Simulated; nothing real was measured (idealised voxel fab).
process module | voxel gate over fins
cross-section cut | 230 nm wide | cells 5 nm
A cross-section is a grid of square cells, given in bands from the top down. A band is one or more rows of cells.
Each band's line starts with the height of the band's top and of its bottom, in nm. Then come its materials from left to right, each with its width in nm. One material with "throughout" fills the band from edge to edge. "air" is empty space.
Height 0 is the level under which the wafer as received is all one material. The lowest band goes on downwards, as in "0 down".
A width such as "30 to 40" changes by the same amount from each row of cells to the next, from the band's top row to its bottom row.
"no change" after a step means that no cell of the cross-section changed.
closed voids: empty space of 8 cells or more with no open way to the top, each as width x height at its distance from the left edge, in nm
after a step's settings: what the simulator itself notes on the step
overlay nm, on a step with a mask: how far to the right of its planned place the mask lay; to the left if negative
plan
1 op RECEIVE | material Si
2 op CONFORMAL_DEP | material SiN | thk nm 5
3 op PATTERN | tone cover | mask id FINS | material resist | width nm 15 | pitch nm 50 | thk nm 20 | overlay nm 0
4 op DIRECTIONAL_ETCH | etch materials SiN | depth nm 5
5 op DIRECTIONAL_ETCH | etch materials Si | depth nm 40
6 op STRIP | etch materials resist
7 op OXIDIZE | depth nm 5
8 op FILL_DEP | material SiO2 | thk nm 10
9 op CMP | height nm 5
10 op DIRECTIONAL_DEP | material aC | thk nm 10
11 op PATTERN | tone open | mask id RAIL | material resist | width nm 15 | thk nm 25 | overlay nm 0
12 op DIRECTIONAL_ETCH | etch materials aC | depth nm 10
13 op STRIP | etch materials resist
14 op DIRECTIONAL_ETCH | etch materials SiO2 | depth nm 40
15 op STRIP | etch materials aC
16 op CONFORMAL_DEP | material TiN | thk nm 5
17 op FILL_DEP | material W | thk nm 10
18 op CMP | height nm 5
19 op SELECTIVE_ETCH | etch materials W Ru TiN | depth nm 25
20 op FILL_DEP | material SiO2 | thk nm 5
21 op CMP | height nm 5
22 op SELECTIVE_ETCH | etch materials SiO2 | depth nm 20
23 op STRIP | etch materials SiN
24 op CONFORMAL_DEP | material HfO2 | thk nm 5
25 op CONFORMAL_DEP | material TiN | thk nm 5
26 op CONFORMAL_DEP | material TiAl | thk nm 5
27 op CONFORMAL_DEP | material TiN | thk nm 5
28 op FILL_DEP | material W | thk nm 15
29 op CMP | height nm 30
30 op CONFORMAL_DEP | material SiN | thk nm 5
first wafer, as planned
as received, after step 1
  0 down: Si throughout
  closed voids: none
after step 2
  5 to 0: SiN throughout
  below 0: unchanged
after step 3
  25 to 5: air 80 | resist 15 | air 35 | resist 15 | air 85
  below 5: unchanged
after step 4
  25 to 5: air 80 | resist 15 | air 35 | resist 15 | air 85
  5 to 0: air 80 | SiN 15 | air 35 | SiN 15 | air 85
  below 0: unchanged
after step 5
  25 to 5: air 80 | resist 15 | air 35 | resist 15 | air 85
  5 to 0: air 80 | SiN 15 | air 35 | SiN 15 | air 85
  0 to -40: air 80 | Si 15 | air 35 | Si 15 | air 85
  below -40: unchanged
after step 6
  5 to 0: air 80 | SiN 15 | air 35 | SiN 15 | air 85
  below 0: unchanged
after step 7
  5 to 0: air 80 | SiN 15 | air 35 | SiN 15 | air 85
  0 to -40: air 80 | SiO2 5 | Si 5 | SiO2 5 | air 35 | SiO2 5 | Si 5 | SiO2 5 | air 85
  -40 to -45: SiO2 85 | Si 5 | SiO2 45 | Si 5 | SiO2 90
  below -45: unchanged
after step 8
  15 to 5: SiO2 throughout
  5 to 0: SiO2 80 | SiN 15 | SiO2 35 | SiN 15 | SiO2 85
  0 to -45: SiO2 85 | Si 5 | SiO2 45 | Si 5 | SiO2 90
  below -45: unchanged
after step 9
  5 to 0: SiO2 80 | SiN 15 | SiO2 35 | SiN 15 | SiO2 85
  below 0: unchanged
after step 10
  15 to 5: aC throughout
  below 5: unchanged
after step 11
  40 to 15: resist 105 | air 15 | resist 110
  below 15: unchanged
after step 12
  30 to 15: resist 105 | air 15 | resist 110
  15 to 5: aC 105 | air 15 | aC 110
  below 5: unchanged
after step 13
  15 to 5: aC 105 | air 15 | aC 110
  below 5: unchanged
after step 14
  15 to 5: aC 105 | air 15 | aC 110
  5 to 0: SiO2 80 | SiN 15 | SiO2 10 | air 15 | SiO2 10 | SiN 15 | SiO2 85
  0 to -35: SiO2 85 | Si 5 | SiO2 15 | air 15 | SiO2 15 | Si 5 | SiO2 90
  below -35: unchanged
after step 15
  5 to 0: SiO2 80 | SiN 15 | SiO2 10 | air 15 | SiO2 10 | SiN 15 | SiO2 85
  below 0: unchanged
after step 16
  10 to 5: TiN 110 | air 5 | TiN 115
  5 to 0: SiO2 80 | SiN 15 | SiO2 10 | TiN 5 | air 5 | TiN 5 | SiO2 10 | SiN 15 | SiO2 85
  0 to -30: SiO2 85 | Si 5 | SiO2 15 | TiN 5 | air 5 | TiN 5 | SiO2 15 | Si 5 | SiO2 90
  -30 to -35: SiO2 85 | Si 5 | SiO2 15 | TiN 15 | SiO2 15 | Si 5 | SiO2 90
  below -35: unchanged
after step 17
  20 to 10: W throughout
  10 to 5: TiN 110 | W 5 | TiN 115
  5 to 0: SiO2 80 | SiN 15 | SiO2 10 | TiN 5 | W 5 | TiN 5 | SiO2 10 | SiN 15 | SiO2 85
  0 to -30: SiO2 85 | Si 5 | SiO2 15 | TiN 5 | W 5 | TiN 5 | SiO2 15 | Si 5 | SiO2 90
  below -30: unchanged
after step 18
  5 to 0: SiO2 80 | SiN 15 | SiO2 10 | TiN 5 | W 5 | TiN 5 | SiO2 10 | SiN 15 | SiO2 85
  below 0: unchanged
after step 19
  5 to 0: SiO2 80 | SiN 15 | SiO2 10 | air 15 | SiO2 10 | SiN 15 | SiO2 85
  0 to -20: SiO2 85 | Si 5 | SiO2 15 | air 15 | SiO2 15 | Si 5 | SiO2 90
  below -20: unchanged
after step 20
  10 to 5: SiO2 throughout
  5 to 0: SiO2 80 | SiN 15 | SiO2 35 | SiN 15 | SiO2 85
  0 to -20: SiO2 85 | Si 5 | SiO2 45 | Si 5 | SiO2 90
  below -20: unchanged
after step 21
  5 to 0: SiO2 80 | SiN 15 | SiO2 35 | SiN 15 | SiO2 85
  below 0: unchanged
after step 22
  5 to 0: air 80 | SiN 15 | air 35 | SiN 15 | air 85
  0 to -15: air 85 | Si 5 | air 45 | Si 5 | air 90
  below -15: unchanged
after step 23
  0 to -15: air 85 | Si 5 | air 45 | Si 5 | air 90
  below -15: unchanged
after step 24
  5 to 0: air 80 | HfO2 15 | air 35 | HfO2 15 | air 85
  0 to -10: air 80 | HfO2 5 | Si 5 | HfO2 5 | air 35 | HfO2 5 | Si 5 | HfO2 5 | air 85
  -10 to -15: HfO2 85 | Si 5 | HfO2 45 | Si 5 | HfO2 90
  below -15: unchanged
after step 25
  10 to 5: air 75 | TiN 25 | air 25 | TiN 25 | air 80
  5 to 0: air 75 | TiN 5 | HfO2 15 | TiN 5 | air 25 | TiN 5 | HfO2 15 | TiN 5 | air 80
  0 to -5: air 75 | TiN 5 | HfO2 5 | Si 5 | HfO2 5 | TiN 5 | air 25 | TiN 5 | HfO2 5 | Si 5 | HfO2 5 | TiN 5 | air 80
  -5 to -10: TiN 80 | HfO2 5 | Si 5 | HfO2 5 | TiN 35 | HfO2 5 | Si 5 | HfO2 5 | TiN 85
  below -10: unchanged
after step 26
  15 to 10: air 70 | TiAl 35 | air 15 | TiAl 35 | air 75
  10 to 5: air 70 | TiAl 5 | TiN 25 | TiAl 5 | air 15 | TiAl 5 | TiN 25 | TiAl 5 | air 75
  5 to 0: air 70 | TiAl 5 | TiN 5 | HfO2 15 | TiN 5 | TiAl 5 | air 15 | TiAl 5 | TiN 5 | HfO2 15 | TiN 5 | TiAl 5 | air 75
  0 to -5: TiAl 75 | TiN 5 | HfO2 5 | Si 5 | HfO2 5 | TiN 5 | TiAl 25 | TiN 5 | HfO2 5 | Si 5 | HfO2 5 | TiN 5 | TiAl 80
  below -5: unchanged
after step 27
  20 to 15: air 65 | TiN 45 | air 5 | TiN 45 | air 70
  15 to 10: air 65 | TiN 5 | TiAl 35 | TiN 5 | air 5 | TiN 5 | TiAl 35 | TiN 5 | air 70
  10 to 5: air 65 | TiN 5 | TiAl 5 | TiN 25 | TiAl 5 | TiN 5 | air 5 | TiN 5 | TiAl 5 | TiN 25 | TiAl 5 | TiN 5 | air 70
  5 to 0: TiN 70 | TiAl 5 | TiN 5 | HfO2 15 | TiN 5 | TiAl 5 | TiN 15 | TiAl 5 | TiN 5 | HfO2 15 | TiN 5 | TiAl 5 | TiN 75
  below 0: unchanged
after step 28
  35 to 20: W throughout
  20 to 15: W 65 | TiN 45 | W 5 | TiN 45 | W 70
  15 to 10: W 65 | TiN 5 | TiAl 35 | TiN 5 | W 5 | TiN 5 | TiAl 35 | TiN 5 | W 70
  10 to 5: W 65 | TiN 5 | TiAl 5 | TiN 25 | TiAl 5 | TiN 5 | W 5 | TiN 5 | TiAl 5 | TiN 25 | TiAl 5 | TiN 5 | W 70
  below 5: unchanged
after step 29
  30 to 20: W throughout
  below 20: unchanged
after step 30
  35 to 30: SiN throughout
  below 30: unchanged
second wafer: like start, like plan, one mistake. Through step 2 it matches the first wafer
when step 3 should have ended
  25 to 5: resist 80 | air 15 | resist 35 | air 15 | resist 85
  below 5: unchanged
when step 4 should have ended
  25 to 5: resist 80 | air 15 | resist 35 | air 15 | resist 85
  5 to 0: SiN 80 | air 15 | SiN 35 | air 15 | SiN 85
  below 0: unchanged
when step 5 should have ended
  25 to 5: resist 80 | air 15 | resist 35 | air 15 | resist 85
  5 to 0: SiN 80 | air 15 | SiN 35 | air 15 | SiN 85
  0 to -40: Si 80 | air 15 | Si 35 | air 15 | Si 85
  below -40: unchanged
when step 6 should have ended
  5 to 0: SiN 80 | air 15 | SiN 35 | air 15 | SiN 85
  below 0: unchanged
when step 7 should have ended
  5 to 0: SiN 80 | air 15 | SiN 35 | air 15 | SiN 85
  0 to -40: Si 75 | SiO2 5 | air 15 | SiO2 5 | Si 25 | SiO2 5 | air 15 | SiO2 5 | Si 80
  -40 to -45: Si 75 | SiO2 25 | Si 25 | SiO2 25 | Si 80
  below -45: unchanged
when step 8 should have ended
  15 to 5: SiO2 throughout
  5 to 0: SiN 80 | SiO2 15 | SiN 35 | SiO2 15 | SiN 85
  0 to -45: Si 75 | SiO2 25 | Si 25 | SiO2 25 | Si 80
  below -45: unchanged
when step 9 should have ended
  5 to 0: SiN 80 | SiO2 15 | SiN 35 | SiO2 15 | SiN 85
  below 0: unchanged
when step 10 should have ended
  15 to 5: aC throughout
  below 5: unchanged
when step 11 should have ended
  40 to 15: resist 105 | air 15 | resist 110
  below 15: unchanged
when step 12 should have ended
  30 to 15: resist 105 | air 15 | resist 110
  15 to 5: aC 105 | air 15 | aC 110
  below 5: unchanged
when step 13 should have ended
  15 to 5: aC 105 | air 15 | aC 110
  below 5: unchanged
when step 14 should have ended: no change
when step 15 should have ended
  5 to 0: SiN 80 | SiO2 15 | SiN 35 | SiO2 15 | SiN 85
  below 0: unchanged
when step 16 should have ended
  10 to 5: TiN throughout
  below 5: unchanged
when step 17 should have ended
  20 to 10: W throughout
  below 10: unchanged
when step 18 should have ended
  5 to 0: SiN 80 | SiO2 15 | SiN 35 | SiO2 15 | SiN 85
  below 0: unchanged
when step 19 should have ended: no change
when step 20 should have ended
  10 to 5: SiO2 throughout
  below 5: unchanged
when step 21 should have ended
  5 to 0: SiN 80 | SiO2 15 | SiN 35 | SiO2 15 | SiN 85
  below 0: unchanged
when step 22 should have ended
  5 to 0: SiN 80 | air 15 | SiN 35 | air 15 | SiN 85
  0 to -15: Si 75 | air 25 | Si 25 | air 25 | Si 80
  below -15: unchanged
when step 23 should have ended
  0 to -15: Si 75 | air 25 | Si 25 | air 25 | Si 80
  below -15: unchanged
when step 24 should have ended
  5 to 0: HfO2 80 | air 15 | HfO2 35 | air 15 | HfO2 85
  0 to -10: Si 75 | HfO2 5 | air 15 | HfO2 5 | Si 25 | HfO2 5 | air 15 | HfO2 5 | Si 80
  -10 to -15: Si 75 | HfO2 25 | Si 25 | HfO2 25 | Si 80
  below -15: unchanged
when step 25 should have ended
  10 to 5: TiN 85 | air 5 | TiN 45 | air 5 | TiN 90
  5 to 0: HfO2 80 | TiN 5 | air 5 | TiN 5 | HfO2 35 | TiN 5 | air 5 | TiN 5 | HfO2 85
  0 to -5: Si 75 | HfO2 5 | TiN 5 | air 5 | TiN 5 | HfO2 5 | Si 25 | HfO2 5 | TiN 5 | air 5 | TiN 5 | HfO2 5 | Si 80
  -5 to -10: Si 75 | HfO2 5 | TiN 15 | HfO2 5 | Si 25 | HfO2 5 | TiN 15 | HfO2 5 | Si 80
  below -10: unchanged
when step 26 should have ended
  15 to 10: TiAl throughout
  10 to 5: TiN 85 | TiAl 5 | TiN 45 | TiAl 5 | TiN 90
  5 to 0: HfO2 80 | TiN 5 | TiAl 5 | TiN 5 | HfO2 35 | TiN 5 | TiAl 5 | TiN 5 | HfO2 85
  0 to -5: Si 75 | HfO2 5 | TiN 5 | TiAl 5 | TiN 5 | HfO2 5 | Si 25 | HfO2 5 | TiN 5 | TiAl 5 | TiN 5 | HfO2 5 | Si 80
  below -5: unchanged
when step 27 should have ended
  20 to 15: TiN throughout
  below 15: unchanged
when step 28 should have ended
  35 to 20: W throughout
  below 20: unchanged
when step 29 should have ended
  30 to 20: W throughout
  below 20: unchanged
when step 30 should have ended
  35 to 30: SiN throughout
  below 30: unchanged
what went wrong: step 3 ran as: op PATTERN | tone open | mask id FINS | material resist | width nm 15 | pitch nm 50 | thk nm 20 | overlay nm 0
at the end the second wafer has, in cells: 306 more of Si | 195 fewer of SiO2 | 6 fewer of TiAl | 19 fewer of TiN | 86 fewer of W
